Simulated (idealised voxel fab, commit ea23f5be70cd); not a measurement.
process module | voxel self aligned vias
cross-section cut | 205 nm wide | cells 5 nm
A cross-section is a grid of square cells, given in bands from the top down. A band is one or more rows of cells.
Each band's line starts with the height of the band's top and of its bottom, in nm. Then come its materials from left to right, each with its width in nm. One material with "throughout" fills the band from edge to edge. "air" is empty space.
Height 0 is the level under which the wafer as received is all one material. The lowest band goes on downwards, as in "0 down".
A width such as "30 to 40" changes by the same amount from each row of cells to the next, from the band's top row to its bottom row.
"no change" after a step means that no cell of the cross-section changed.
closed voids: empty space of 8 cells or more with no open way to the top, each as width x height at its distance from the left edge, in nm
after a step's settings: what the simulator itself notes on the step
overlay nm, on a step with a mask: how far to the right of its planned place the mask lay; to the left if negative
plan
1 op RECEIVE | material Si
2 op CONFORMAL_DEP | material SiO2 | thk nm 10
3 op CONFORMAL_DEP | material SiCN | thk nm 5
4 op DIRECTIONAL_DEP | material SiO2 | thk nm 25
5 op PATTERN | tone open | mask id LINES | material resist | width nm 20 | pitch nm 65 | thk nm 20 | overlay nm 0
6 op DIRECTIONAL_ETCH | etch materials SiO2 | depth nm 25
7 op STRIP | etch materials resist
8 op CONFORMAL_DEP | material TiN | thk nm 5
9 op FILL_DEP | material W | thk nm 10
10 op CMP | height nm 40
11 op SELECTIVE_ETCH | etch materials W Ru TiN | depth nm 5
12 op FILL_DEP | material SiN | thk nm 5
13 op CMP | height nm 40
14 op DIRECTIONAL_DEP | material SiO2 | thk nm 20
15 op PATTERN | tone open | mask id VIAS | material resist | width nm 40 | pitch nm 130 | thk nm 20 | overlay nm 0
16 op DIRECTIONAL_ETCH | etch materials SiO2 | depth nm 20
17 op DIRECTIONAL_ETCH | etch materials SiN | depth nm 5
18 op STRIP | etch materials resist
19 op CONFORMAL_DEP | material TiN | thk nm 5
20 op FILL_DEP | material Ru | thk nm 5
21 op CMP | height nm 60
22 op CONFORMAL_DEP | material SiN | thk nm 5
as received, after step 1
  0 down: Si throughout
  closed voids: none
a wafer at the end: this start, this plan, one mistake
  65 to 60: SiN throughout
  60 to 45: Ru 10 | TiN 5 | SiO2 40 | TiN 5 | Ru 80 | TiN 5 | SiO2 40 | TiN 5 | Ru 15
  45 to 40: TiN 15 | SiO2 40 | TiN 40 | Ru 10 | TiN 40 | SiO2 40 | TiN 20
  40 to 35: SiO2 25 | SiN 20 | SiO2 45 | TiN 20 | SiO2 45 | SiN 20 | SiO2 30
  35 to 20: SiO2 25 | TiN 5 | W 10 | TiN 5 | SiO2 45 | TiN 5 | W 10 | TiN 5 | SiO2 45 | TiN 5 | W 10 | TiN 5 | SiO2 30
  20 to 15: SiO2 25 | TiN 20 | SiO2 45 | TiN 20 | SiO2 45 | TiN 20 | SiO2 30
  15 to 10: SiCN throughout
  10 to 0: SiO2 throughout
  0 down: Si throughout
  closed voids: none
what went wrong: step 15 ran as: op PATTERN | tone cover | mask id VIAS | material resist | width nm 40 | pitch nm 130 | thk nm 20 | overlay nm 0
